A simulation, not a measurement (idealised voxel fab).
process module | voxel released beams
cross-section cut | 150 nm wide | cells 5 nm
A cross-section is a grid of square cells, given in bands from the top down. A band is one or more rows of cells.
Each band's line starts with the height of the band's top and of its bottom, in nm. Then come its materials from left to right, each with its width in nm. One material with "throughout" fills the band from edge to edge. "air" is empty space.
Height 0 is the level under which the wafer as received is all one material. The lowest band goes on downwards, as in "0 down".
A width such as "30 to 40" changes by the same amount from each row of cells to the next, from the band's top row to its bottom row.
"no change" after a step means that no cell of the cross-section changed.
closed voids: empty space of 8 cells or more with no open way to the top, each as width x height at its distance from the left edge, in nm
after a step's settings: what the simulator itself notes on the step
overlay nm, on a step with a mask: how far to the right of its planned place the mask lay; to the left if negative
plan
1 op RECEIVE | material Si
2 op CONFORMAL_DEP | material SiN | thk nm 10
3 op DIRECTIONAL_DEP | material SiO2 | thk nm 20
4 op DIRECTIONAL_DEP | material aC | thk nm 15
5 op PATTERN | tone open | mask id ANCHOR | material resist | width nm 25 | thk nm 30 | overlay nm 0
6 op DIRECTIONAL_ETCH | etch materials aC | depth nm 15
7 op STRIP | etch materials resist
8 op DIRECTIONAL_ETCH | etch materials SiO2 | depth nm 20
9 op STRIP | etch materials aC
10 op CONFORMAL_DEP | material TiN | thk nm 10
11 op MASKED_ETCH | tone cover | mask id BEAM | width nm 85 | etch materials TiN | depth nm 10 | overlay nm 0
12 op STRIP | etch materials SiO2
as received, after step 1
  0 down: Si throughout
  closed voids: none
first wafer at the end, as planned
  40 to 30: air 30 | TiN 15 | air 5 | TiN 65 | air 35
  30 to 20: air 35 | TiN 10 | air 5 | TiN 10 | air 90
  20 to 10: air 35 | TiN 25 | air 90
  10 to 0: SiN throughout
  0 down: Si throughout
  closed voids: none
second wafer at the end: like start, like plan, one mistake
  55 to 45: air 30 | TiN 85 | air 35
  45 to 30: TiN throughout
  30 to 10: SiO2 throughout
  10 to 0: SiN throughout
  0 down: Si throughout
  closed voids: none
what went wrong: step 4 ran as: op DIRECTIONAL_DEP | material TiN | thk nm 15
at the end the second wafer has, in cells: 120 more of SiO2 | 74 more of TiN
